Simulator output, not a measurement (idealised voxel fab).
process module | voxel released beams
cross-section cut | 255 nm wide | cells 5 nm
A cross-section is a grid of square cells, given in bands from the top down. A band is one or more rows of cells.
Each band's line starts with the height of the band's top and of its bottom, in nm. Then come its materials from left to right, each with its width in nm. One material with "throughout" fills the band from edge to edge. "air" is empty space.
Height 0 is the level under which the wafer as received is all one material. The lowest band goes on downwards, as in "0 down".
A width such as "30 to 40" changes by the same amount from each row of cells to the next, from the band's top row to its bottom row.
"no change" after a step means that no cell of the cross-section changed.
closed voids: empty space of 8 cells or more with no open way to the top, each as width x height at its distance from the left edge, in nm
after a step's settings: what the simulator itself notes on the step
overlay nm, on a step with a mask: how far to the right of its planned place the mask lay; to the left if negative
plan
1 op RECEIVE | material Si
2 op CONFORMAL_DEP | material Al2O3 | thk nm 5
3 op DIRECTIONAL_DEP | material SiO2 | thk nm 20
4 op PATTERN | tone open | mask id ANCHOR | material resist | width nm 35 | thk nm 20 | overlay nm 0
5 op DIRECTIONAL_ETCH | etch materials SiO2 | depth nm 20
6 op STRIP | etch materials resist
7 op CONFORMAL_DEP | material SiN | thk nm 15
8 op MASKED_ETCH | tone cover | mask id BEAM | width nm 120 | etch materials SiN | depth nm 15 | overlay nm 0
9 op STRIP | etch materials SiO2
as received, after step 1
  0 down: Si throughout
  closed voids: none
a wafer at the end: this start, this plan, one mistake
  40 to 25: air 65 | SiN 15 | air 5 | SiN 100 | air 70
  25 to 20: air 65 | SiN 15 | air 5 | SiN 15 | air 155
  20 to 5: air 65 | SiN 35 | air 155
  5 to 0: Al2O3 throughout
  0 down: Si throughout
  closed voids: none
what went wrong: step 4 ran as: op PATTERN | tone open | mask id ANCHOR | material resist | width nm 35 | thk nm 20 | overlay nm -5
